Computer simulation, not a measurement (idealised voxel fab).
The process module presented herein is designated voxel wiring stack.
For reference, the cross-section in this document is cut, with width 240 nm and square cells of 5 nm.
Cross-section = grid of square cells, listed top down in bands; band = one or more rows.
Top height, bottom height, nm. Materials left to right, width each, nm. Single material + "edge to edge" = fills band edge to edge. "empty" = empty.
Heights are reckoned from 0. Under this level, the received wafer is all of one material. The bottommost band is open-ended downward, for example "0 down".
Graded width ("30..40"): value in top row of band = first number; value in bottom row = second number; row-to-row change constant.
Step note "same as before" = no cross-section cell changed.
Each empty space that has no open way to the top and spans at least 8 cells appears under "Closed internal cavities" as width x height at distance, the distance counted from the left edge, all in nm.
What comes after the settings on a step's line is commentary from the simulator itself on that step.
Each step line may optionally specify "overlay nm", which for a step with a mask gives the rightward distance between the mask's planned place and where it lay, a negative value indicating the leftward direction.
**Process steps - plan**
1 RECEIVE: material Si
2 CONFORMAL_DEP: material SiO2, thk nm 15
3 CONFORMAL_DEP: material SiN, thk nm 5
4 DIRECTIONAL_DEP: material lowk, thk nm 20
5 PATTERN: tone open, mask id METAL_1, material resist, width nm 30, pitch nm 45, thk nm 15, overlay nm 0
6 DIRECTIONAL_ETCH: etch materials lowk, depth nm 20
7 DIRECTIONAL_ETCH: etch materials SiN, depth nm 5
8 STRIP: etch materials resist
9 CONFORMAL_DEP: material TiN, thk nm 5
10 FILL_DEP: material Cu, thk nm 5
11 CMP: height nm 40
12 CONFORMAL_DEP: material SiCN, thk nm 5
13 DIRECTIONAL_DEP: material lowk, thk nm 20
14 MASKED_ETCH: tone open, mask id PLUG_1, width nm 15, pitch nm 45, etch materials lowk, depth nm 20, overlay nm 0
15 MASKED_ETCH: tone open, mask id PLUG_1, width nm 15, pitch nm 45, etch materials SiCN, depth nm 5, overlay nm 0
16 CONFORMAL_DEP: material TiN, thk nm 5
17 FILL_DEP: material Cu, thk nm 5
18 CMP: height nm 65
19 CONFORMAL_DEP: material SiCN, thk nm 5
20 DIRECTIONAL_DEP: material lowk, thk nm 20
21 DIRECTIONAL_DEP: material aC, thk nm 15
22 PATTERN: tone open, mask id METAL_2, material resist, width nm 30, pitch nm 45, thk nm 35, overlay nm 0
23 DIRECTIONAL_ETCH: etch materials aC, depth nm 15
24 STRIP: etch materials resist
25 DIRECTIONAL_ETCH: etch materials lowk, depth nm 20
26 DIRECTIONAL_ETCH: etch materials SiCN, depth nm 5
27 STRIP: etch materials aC
28 CONFORMAL_DEP: material TiN, thk nm 5
29 FILL_DEP: material W, thk nm 5
30 CMP: height nm 90
31 EPI: material Ru, thk nm 5
32 FILL_DEP: material SiCN, thk nm 5
33 DIRECTIONAL_DEP: material lowk, thk nm 35
34 PATTERN: tone open, mask id METAL_3, material resist, width nm 30, pitch nm 45, thk nm 20, overlay nm 0
35 DIRECTIONAL_ETCH: etch materials lowk, depth nm 20
36 STRIP: etch materials resist
37 MASKED_ETCH: tone open, mask id METAL_3_HOLES, width nm 15, pitch nm 45, etch materials lowk, depth nm 15, overlay nm 0
38 MASKED_ETCH: tone open, mask id METAL_3_HOLES, width nm 15, pitch nm 45, etch materials SiCN, depth nm 5, overlay nm 0
39 CONFORMAL_DEP: material TiN, thk nm 5
40 FILL_DEP: material Cu, thk nm 5
41 CMP: height nm 135
42 CONFORMAL_DEP: material SiCN, thk nm 5
**The following pertains to the first of two wafers, which was processed as planned**
**Cross-section of the wafer at receipt, which is the condition after step 1**
- 0 down  Si edge to edge
- Closed internal cavities: none
**Upon completion of step 2, the wafer appears in cross-section as shown**
- 15 to 0  SiO2 edge to edge
- Under 0: no change, same as before.
**Upon completion of step 3, the wafer appears in cross-section as shown**
- 20 to 15  SiN edge to edge
- Under 15: no change, same as before.
**Upon completion of step 4, the wafer appears in cross-section as shown**
- 40 to 20  lowk edge to edge
- Under 20: no change, same as before.
**Upon completion of step 5, the wafer appears in cross-section as shown**
- 55 to 40  resist: 35 | empty: 30 | resist: 15 | empty: 30 | resist: 15 | empty: 30 | resist: 15 | empty: 30 | resist: 40
- Under 40: no change, same as before.
**Upon completion of step 6, the wafer appears in cross-section as shown**
- 55 to 40  resist: 35 | empty: 30 | resist: 15 | empty: 30 | resist: 15 | empty: 30 | resist: 15 | empty: 30 | resist: 40
- 40 to 20  lowk: 35 | empty: 30 | lowk: 15 | empty: 30 | lowk: 15 | empty: 30 | lowk: 15 | empty: 30 | lowk: 40
- Under 20: no change, same as before.
**Upon completion of step 7, the wafer appears in cross-section as shown**
- 55 to 40  resist: 35 | empty: 30 | resist: 15 | empty: 30 | resist: 15 | empty: 30 | resist: 15 | empty: 30 | resist: 40
- 40 to 20  lowk: 35 | empty: 30 | lowk: 15 | empty: 30 | lowk: 15 | empty: 30 | lowk: 15 | empty: 30 | lowk: 40
- 20 to 15  SiN: 35 | empty: 30 | SiN: 15 | empty: 30 | SiN: 15 | empty: 30 | SiN: 15 | empty: 30 | SiN: 40
- Under 15: no change, same as before.
**Upon completion of step 8, the wafer appears in cross-section as shown**
- 40 to 20  lowk: 35 | empty: 30 | lowk: 15 | empty: 30 | lowk: 15 | empty: 30 | lowk: 15 | empty: 30 | lowk: 40
- Under 20: no change, same as before.
**Upon completion of step 9, the wafer appears in cross-section as shown**
- 45 to 40  TiN: 40 | empty: 20 | TiN: 25 | empty: 20 | TiN: 25 | empty: 20 | TiN: 25 | empty: 20 | TiN: 45
- 40 to 20  lowk: 35 | TiN: 5 | empty: 20 | TiN: 5 | lowk: 15 | TiN: 5 | empty: 20 | TiN: 5 | lowk: 15 | TiN: 5 | empty: 20 | TiN: 5 | lowk: 15 | TiN: 5 | empty: 20 | TiN: 5 | lowk: 40
- 20 to 15  SiN: 35 | TiN: 30 | SiN: 15 | TiN: 30 | SiN: 15 | TiN: 30 | SiN: 15 | TiN: 30 | SiN: 40
- Under 15: no change, same as before.
**Upon completion of step 10, the wafer appears in cross-section as shown**
- 50 to 45  Cu edge to edge
- 45 to 40  TiN: 40 | Cu: 20 | TiN: 25 | Cu: 20 | TiN: 25 | Cu: 20 | TiN: 25 | Cu: 20 | TiN: 45
- 40 to 20  lowk: 35 | TiN: 5 | Cu: 20 | TiN: 5 | lowk: 15 | TiN: 5 | Cu: 20 | TiN: 5 | lowk: 15 | TiN: 5 | Cu: 20 | TiN: 5 | lowk: 15 | TiN: 5 | Cu: 20 | TiN: 5 | lowk: 40
- Under 20: no change, same as before.
**Upon completion of step 11, the wafer appears in cross-section as shown**
- 40 to 20  lowk: 35 | TiN: 5 | Cu: 20 | TiN: 5 | lowk: 15 | TiN: 5 | Cu: 20 | TiN: 5 | lowk: 15 | TiN: 5 | Cu: 20 | TiN: 5 | lowk: 15 | TiN: 5 | Cu: 20 | TiN: 5 | lowk: 40
- Under 20: no change, same as before.
**Upon completion of step 12, the wafer appears in cross-section as shown**
- 45 to 40  SiCN edge to edge
- Under 40: no change, same as before.
**Upon completion of step 13, the wafer appears in cross-section as shown**
- 65 to 45  lowk edge to edge
- Under 45: no change, same as before.
**Upon completion of step 14, the wafer appears in cross-section as shown**
- 65 to 45  lowk: 35 | empty: 15 | lowk: 30 | empty: 15 | lowk: 30 | empty: 15 | lowk: 30 | empty: 15 | lowk: 55
- Under 45: no change, same as before.
**Upon completion of step 15, the wafer appears in cross-section as shown**
- 65 to 45  lowk: 35 | empty: 15 | lowk: 30 | empty: 15 | lowk: 30 | empty: 15 | lowk: 30 | empty: 15 | lowk: 55
- 45 to 40  SiCN: 35 | empty: 15 | SiCN: 30 | empty: 15 | SiCN: 30 | empty: 15 | SiCN: 30 | empty: 15 | SiCN: 55
- Under 40: no change, same as before.
**Upon completion of step 16, the wafer appears in cross-section as shown**
- 70 to 65  TiN: 40 | empty: 5 | TiN: 40 | empty: 5 | TiN: 40 | empty: 5 | TiN: 40 | empty: 5 | TiN: 60
- 65 to 45  lowk: 35 | TiN: 5 | empty: 5 | TiN: 5 | lowk: 30 | TiN: 5 | empty: 5 | TiN: 5 | lowk: 30 | TiN: 5 | empty: 5 | TiN: 5 | lowk: 30 | TiN: 5 | empty: 5 | TiN: 5 | lowk: 55
- 45 to 40  SiCN: 35 | TiN: 15 | SiCN: 30 | TiN: 15 | SiCN: 30 | TiN: 15 | SiCN: 30 | TiN: 15 | SiCN: 55
- Under 40: no change, same as before.
**Upon completion of step 17, the wafer appears in cross-section as shown**
- 75 to 70  Cu edge to edge
- 70 to 65  TiN: 40 | Cu: 5 | TiN: 40 | Cu: 5 | TiN: 40 | Cu: 5 | TiN: 40 | Cu: 5 | TiN: 60
- 65 to 45  lowk: 35 | TiN: 5 | Cu: 5 | TiN: 5 | lowk: 30 | TiN: 5 | Cu: 5 | TiN: 5 | lowk: 30 | TiN: 5 | Cu: 5 | TiN: 5 | lowk: 30 | TiN: 5 | Cu: 5 | TiN: 5 | lowk: 55
- Under 45: no change, same as before.
**Upon completion of step 18, the wafer appears in cross-section as shown**
- 65 to 45  lowk: 35 | TiN: 5 | Cu: 5 | TiN: 5 | lowk: 30 | TiN: 5 | Cu: 5 | TiN: 5 | lowk: 30 | TiN: 5 | Cu: 5 | TiN: 5 | lowk: 30 | TiN: 5 | Cu: 5 | TiN: 5 | lowk: 55
- Under 45: no change, same as before.
**Upon completion of step 19, the wafer appears in cross-section as shown**
- 70 to 65  SiCN edge to edge
- Under 65: no change, same as before.
**Upon completion of step 20, the wafer appears in cross-section as shown**
- 90 to 70  lowk edge to edge
- Under 70: no change, same as before.
**Upon completion of step 21, the wafer appears in cross-section as shown**
- 105 to 90  aC edge to edge
- Under 90: no change, same as before.
**Upon completion of step 22, the wafer appears in cross-section as shown**
- 140 to 105  resist: 35 | empty: 30 | resist: 15 | empty: 30 | resist: 15 | empty: 30 | resist: 15 | empty: 30 | resist: 40
- Under 105: no change, same as before.
**Upon completion of step 23, the wafer appears in cross-section as shown**
- 125 to 105  resist: 35 | empty: 30 | resist: 15 | empty: 30 | resist: 15 | empty: 30 | resist: 15 | empty: 30 | resist: 40
- 105 to 90  aC: 35 | empty: 30 | aC: 15 | empty: 30 | aC: 15 | empty: 30 | aC: 15 | empty: 30 | aC: 40
- Under 90: no change, same as before.
**Upon completion of step 24, the wafer appears in cross-section as shown**
- 105 to 90  aC: 35 | empty: 30 | aC: 15 | empty: 30 | aC: 15 | empty: 30 | aC: 15 | empty: 30 | aC: 40
- Under 90: no change, same as before.
**Upon completion of step 25, the wafer appears in cross-section as shown**
- 105 to 90  aC: 35 | empty: 30 | aC: 15 | empty: 30 | aC: 15 | empty: 30 | aC: 15 | empty: 30 | aC: 40
- 90 to 70  lowk: 35 | empty: 30 | lowk: 15 | empty: 30 | lowk: 15 | empty: 30 | lowk: 15 | empty: 30 | lowk: 40
- Under 70: no change, same as before.
**Upon completion of step 26, the wafer appears in cross-section as shown**
- 105 to 90  aC: 35 | empty: 30 | aC: 15 | empty: 30 | aC: 15 | empty: 30 | aC: 15 | empty: 30 | aC: 40
- 90 to 70  lowk: 35 | empty: 30 | lowk: 15 | empty: 30 | lowk: 15 | empty: 30 | lowk: 15 | empty: 30 | lowk: 40
- 70 to 65  SiCN: 35 | empty: 30 | SiCN: 15 | empty: 30 | SiCN: 15 | empty: 30 | SiCN: 15 | empty: 30 | SiCN: 40
- Under 65: no change, same as before.
**Upon completion of step 27, the wafer appears in cross-section as shown**
- 90 to 70  lowk: 35 | empty: 30 | lowk: 15 | empty: 30 | lowk: 15 | empty: 30 | lowk: 15 | empty: 30 | lowk: 40
- Under 70: no change, same as before.
**Upon completion of step 28, the wafer appears in cross-section as shown**
- 95 to 90  TiN: 40 | empty: 20 | TiN: 25 | empty: 20 | TiN: 25 | empty: 20 | TiN: 25 | empty: 20 | TiN: 45
- 90 to 70  lowk: 35 | TiN: 5 | empty: 20 | TiN: 5 | lowk: 15 | TiN: 5 | empty: 20 | TiN: 5 | lowk: 15 | TiN: 5 | empty: 20 | TiN: 5 | lowk: 15 | TiN: 5 | empty: 20 | TiN: 5 | lowk: 40
- 70 to 65  SiCN: 35 | TiN: 30 | SiCN: 15 | TiN: 30 | SiCN: 15 | TiN: 30 | SiCN: 15 | TiN: 30 | SiCN: 40
- Under 65: no change, same as before.
**Upon completion of step 29, the wafer appears in cross-section as shown**
- 100 to 95  W edge to edge
- 95 to 90  TiN: 40 | W: 20 | TiN: 25 | W: 20 | TiN: 25 | W: 20 | TiN: 25 | W: 20 | TiN: 45
- 90 to 70  lowk: 35 | TiN: 5 | W: 20 | TiN: 5 | lowk: 15 | TiN: 5 | W: 20 | TiN: 5 | lowk: 15 | TiN: 5 | W: 20 | TiN: 5 | lowk: 15 | TiN: 5 | W: 20 | TiN: 5 | lowk: 40
- Under 70: no change, same as before.
**Upon completion of step 30, the wafer appears in cross-section as shown**
- 90 to 70  lowk: 35 | TiN: 5 | W: 20 | TiN: 5 | lowk: 15 | TiN: 5 | W: 20 | TiN: 5 | lowk: 15 | TiN: 5 | W: 20 | TiN: 5 | lowk: 15 | TiN: 5 | W: 20 | TiN: 5 | lowk: 40
- Under 70: no change, same as before.
**Upon completion of step 31, the wafer appears in cross-section as shown**
- 95 to 90  empty: 30 | Ru: 40 | empty: 5 | Ru: 40 | empty: 5 | Ru: 40 | empty: 5 | Ru: 40 | empty: 35
- Under 90: no change, same as before.
**Upon completion of step 32, the wafer appears in cross-section as shown**
- 100 to 95  SiCN edge to edge
- 95 to 90  SiCN: 30 | Ru: 40 | SiCN: 5 | Ru: 40 | SiCN: 5 | Ru: 40 | SiCN: 5 | Ru: 40 | SiCN: 35
- Under 90: no change, same as before.
**Upon completion of step 33, the wafer appears in cross-section as shown**
- 135 to 100  lowk edge to edge
- Under 100: no change, same as before.
**Upon completion of step 34, the wafer appears in cross-section as shown**
- 155 to 135  resist: 35 | empty: 30 | resist: 15 | empty: 30 | resist: 15 | empty: 30 | resist: 15 | empty: 30 | resist: 40
- Under 135: no change, same as before.
**Upon completion of step 35, the wafer appears in cross-section as shown**
- 155 to 135  resist: 35 | empty: 30 | resist: 15 | empty: 30 | resist: 15 | empty: 30 | resist: 15 | empty: 30 | resist: 40
- 135 to 115  lowk: 35 | empty: 30 | lowk: 15 | empty: 30 | lowk: 15 | empty: 30 | lowk: 15 | empty: 30 | lowk: 40
- Under 115: no change, same as before.
**Upon completion of step 36, the wafer appears in cross-section as shown**
- 135 to 115  lowk: 35 | empty: 30 | lowk: 15 | empty: 30 | lowk: 15 | empty: 30 | lowk: 15 | empty: 30 | lowk: 40
- Under 115: no change, same as before.
**Upon completion of step 37, the wafer appears in cross-section as shown**
- 135 to 115  lowk: 35 | empty: 30 | lowk: 15 | empty: 30 | lowk: 15 | empty: 30 | lowk: 15 | empty: 30 | lowk: 40
- 115 to 100  lowk: 35 | empty: 15 | lowk: 30 | empty: 15 | lowk: 30 | empty: 15 | lowk: 30 | empty: 15 | lowk: 55
- Under 100: no change, same as before.
**Upon completion of step 38, the wafer appears in cross-section as shown**
- 135 to 115  lowk: 35 | empty: 30 | lowk: 15 | empty: 30 | lowk: 15 | empty: 30 | lowk: 15 | empty: 30 | lowk: 40
- 115 to 100  lowk: 35 | empty: 15 | lowk: 30 | empty: 15 | lowk: 30 | empty: 15 | lowk: 30 | empty: 15 | lowk: 55
- 100 to 95  SiCN: 35 | empty: 15 | SiCN: 30 | empty: 15 | SiCN: 30 | empty: 15 | SiCN: 30 | empty: 15 | SiCN: 55
- Under 95: no change, same as before.
**Upon completion of step 39, the wafer appears in cross-section as shown**
- 140 to 135  TiN: 40 | empty: 20 | TiN: 25 | empty: 20 | TiN: 25 | empty: 20 | TiN: 25 | empty: 20 | TiN: 45
- 135 to 120  lowk: 35 | TiN: 5 | empty: 20 | TiN: 5 | lowk: 15 | TiN: 5 | empty: 20 | TiN: 5 | lowk: 15 | TiN: 5 | empty: 20 | TiN: 5 | lowk: 15 | TiN: 5 | empty: 20 | TiN: 5 | lowk: 40
- 120 to 115  lowk: 35 | TiN: 5 | empty: 5 | TiN: 20 | lowk: 15 | TiN: 5 | empty: 5 | TiN: 20 | lowk: 15 | TiN: 5 | empty: 5 | TiN: 20 | lowk: 15 | TiN: 5 | empty: 5 | TiN: 20 | lowk: 40
- 115 to 100  lowk: 35 | TiN: 5 | empty: 5 | TiN: 5 | lowk: 30 | TiN: 5 | empty: 5 | TiN: 5 | lowk: 30 | TiN: 5 | empty: 5 | TiN: 5 | lowk: 30 | TiN: 5 | empty: 5 | TiN: 5 | lowk: 55
- 100 to 95  SiCN: 35 | TiN: 15 | SiCN: 30 | TiN: 15 | SiCN: 30 | TiN: 15 | SiCN: 30 | TiN: 15 | SiCN: 55
- Under 95: no change, same as before.
**Upon completion of step 40, the wafer appears in cross-section as shown**
- 145 to 140  Cu edge to edge
- 140 to 135  TiN: 40 | Cu: 20 | TiN: 25 | Cu: 20 | TiN: 25 | Cu: 20 | TiN: 25 | Cu: 20 | TiN: 45
- 135 to 120  lowk: 35 | TiN: 5 | Cu: 20 | TiN: 5 | lowk: 15 | TiN: 5 | Cu: 20 | TiN: 5 | lowk: 15 | TiN: 5 | Cu: 20 | TiN: 5 | lowk: 15 | TiN: 5 | Cu: 20 | TiN: 5 | lowk: 40
- 120 to 115  lowk: 35 | TiN: 5 | Cu: 5 | TiN: 20 | lowk: 15 | TiN: 5 | Cu: 5 | TiN: 20 | lowk: 15 | TiN: 5 | Cu: 5 | TiN: 20 | lowk: 15 | TiN: 5 | Cu: 5 | TiN: 20 | lowk: 40
- 115 to 100  lowk: 35 | TiN: 5 | Cu: 5 | TiN: 5 | lowk: 30 | TiN: 5 | Cu: 5 | TiN: 5 | lowk: 30 | TiN: 5 | Cu: 5 | TiN: 5 | lowk: 30 | TiN: 5 | Cu: 5 | TiN: 5 | lowk: 55
- Under 100: no change, same as before.
**Upon completion of step 41, the wafer appears in cross-section as shown**
- 135 to 120  lowk: 35 | TiN: 5 | Cu: 20 | TiN: 5 | lowk: 15 | TiN: 5 | Cu: 20 | TiN: 5 | lowk: 15 | TiN: 5 | Cu: 20 | TiN: 5 | lowk: 15 | TiN: 5 | Cu: 20 | TiN: 5 | lowk: 40
- Under 120: no change, same as before.
**Upon completion of step 42, the wafer appears in cross-section as shown**
- 140 to 135  SiCN edge to edge
- Under 135: no change, same as before.
**Okay, second wafer. Nothing different at the start, nothing different in the plan, just one mistake somewhere in the running. As far as step 33, counting that step, it's the first wafer all over again**
**At the planned end of step 34, the second wafer in cross-section**
- 155 to 135  resist: 40 | empty: 25 | resist: 20 | empty: 25 | resist: 20 | empty: 25 | resist: 20 | empty: 25 | resist: 40
- Under 135: no change, same as before.
**At the planned end of step 35, the second wafer in cross-section**
- 155 to 135  resist: 40 | empty: 25 | resist: 20 | empty: 25 | resist: 20 | empty: 25 | resist: 20 | empty: 25 | resist: 40
- 135 to 115  lowk: 40 | empty: 25 | lowk: 20 | empty: 25 | lowk: 20 | empty: 25 | lowk: 20 | empty: 25 | lowk: 40
- Under 115: no change, same as before.
**At the planned end of step 36, the second wafer in cross-section**
- 135 to 115  lowk: 40 | empty: 25 | lowk: 20 | empty: 25 | lowk: 20 | empty: 25 | lowk: 20 | empty: 25 | lowk: 40
- Under 115: no change, same as before.
**At the planned end of step 37, the second wafer in cross-section**
- 135 to 120  lowk: 35 | empty: 30 | lowk: 15 | empty: 30 | lowk: 15 | empty: 30 | lowk: 15 | empty: 30 | lowk: 40
- 120 to 115  lowk: 40 | empty: 25 | lowk: 20 | empty: 25 | lowk: 20 | empty: 25 | lowk: 20 | empty: 25 | lowk: 40
- 115 to 100  lowk: 40 | empty: 10 | lowk: 35 | empty: 10 | lowk: 35 | empty: 10 | lowk: 35 | empty: 10 | lowk: 55
- Under 100: no change, same as before.
**At the planned end of step 38, the second wafer in cross-section**
- 135 to 120  lowk: 35 | empty: 30 | lowk: 15 | empty: 30 | lowk: 15 | empty: 30 | lowk: 15 | empty: 30 | lowk: 40
- 120 to 115  lowk: 40 | empty: 25 | lowk: 20 | empty: 25 | lowk: 20 | empty: 25 | lowk: 20 | empty: 25 | lowk: 40
- 115 to 100  lowk: 40 | empty: 10 | lowk: 35 | empty: 10 | lowk: 35 | empty: 10 | lowk: 35 | empty: 10 | lowk: 55
- 100 to 95  SiCN: 40 | empty: 10 | SiCN: 35 | empty: 10 | SiCN: 35 | empty: 10 | SiCN: 35 | empty: 10 | SiCN: 55
- Under 95: no change, same as before.
**At the planned end of step 39, the second wafer in cross-section**
- 140 to 135  TiN: 40 | empty: 20 | TiN: 25 | empty: 20 | TiN: 25 | empty: 20 | TiN: 25 | empty: 20 | TiN: 45
- 135 to 125  lowk: 35 | TiN: 5 | empty: 20 | TiN: 5 | lowk: 15 | TiN: 5 | empty: 20 | TiN: 5 | lowk: 15 | TiN: 5 | empty: 20 | TiN: 5 | lowk: 15 | TiN: 5 | empty: 20 | TiN: 5 | lowk: 40
- 125 to 120  lowk: 35 | TiN: 10 | empty: 15 | TiN: 5 | lowk: 15 | TiN: 10 | empty: 15 | TiN: 5 | lowk: 15 | TiN: 10 | empty: 15 | TiN: 5 | lowk: 15 | TiN: 10 | empty: 15 | TiN: 5 | lowk: 40
- 120 to 115  lowk: 40 | TiN: 25 | lowk: 20 | TiN: 25 | lowk: 20 | TiN: 25 | lowk: 20 | TiN: 25 | lowk: 40
- 115 to 100  lowk: 40 | TiN: 10 | lowk: 35 | TiN: 10 | lowk: 35 | TiN: 10 | lowk: 35 | TiN: 10 | lowk: 55
- 100 to 95  SiCN: 40 | TiN: 10 | SiCN: 35 | TiN: 10 | SiCN: 35 | TiN: 10 | SiCN: 35 | TiN: 10 | SiCN: 55
- Under 95: no change, same as before.
**At the planned end of step 40, the second wafer in cross-section**
- 145 to 140  Cu edge to edge
- 140 to 135  TiN: 40 | Cu: 20 | TiN: 25 | Cu: 20 | TiN: 25 | Cu: 20 | TiN: 25 | Cu: 20 | TiN: 45
- 135 to 125  lowk: 35 | TiN: 5 | Cu: 20 | TiN: 5 | lowk: 15 | TiN: 5 | Cu: 20 | TiN: 5 | lowk: 15 | TiN: 5 | Cu: 20 | TiN: 5 | lowk: 15 | TiN: 5 | Cu: 20 | TiN: 5 | lowk: 40
- 125 to 120  lowk: 35 | TiN: 10 | Cu: 15 | TiN: 5 | lowk: 15 | TiN: 10 | Cu: 15 | TiN: 5 | lowk: 15 | TiN: 10 | Cu: 15 | TiN: 5 | lowk: 15 | TiN: 10 | Cu: 15 | TiN: 5 | lowk: 40
- Under 120: no change, same as before.
**At the planned end of step 41, the second wafer in cross-section**
- 135 to 125  lowk: 35 | TiN: 5 | Cu: 20 | TiN: 5 | lowk: 15 | TiN: 5 | Cu: 20 | TiN: 5 | lowk: 15 | TiN: 5 | Cu: 20 | TiN: 5 | lowk: 15 | TiN: 5 | Cu: 20 | TiN: 5 | lowk: 40
- Under 125: no change, same as before.
**At the planned end of step 42, the second wafer in cross-section**
- 140 to 135  SiCN edge to edge
- Under 135: no change, same as before.
Plan not followed: step 34 deviated from plan and actually ran as PATTERN: tone open, mask id METAL_3, material resist, width nm 25, pitch nm 45, thk nm 20, overlay nm 0
Wrapping up, a cell-based count of both wafers puts the second over or under the first for these materials: Cu: 20 fewer; SiCN: 4 more; lowk: 16 more
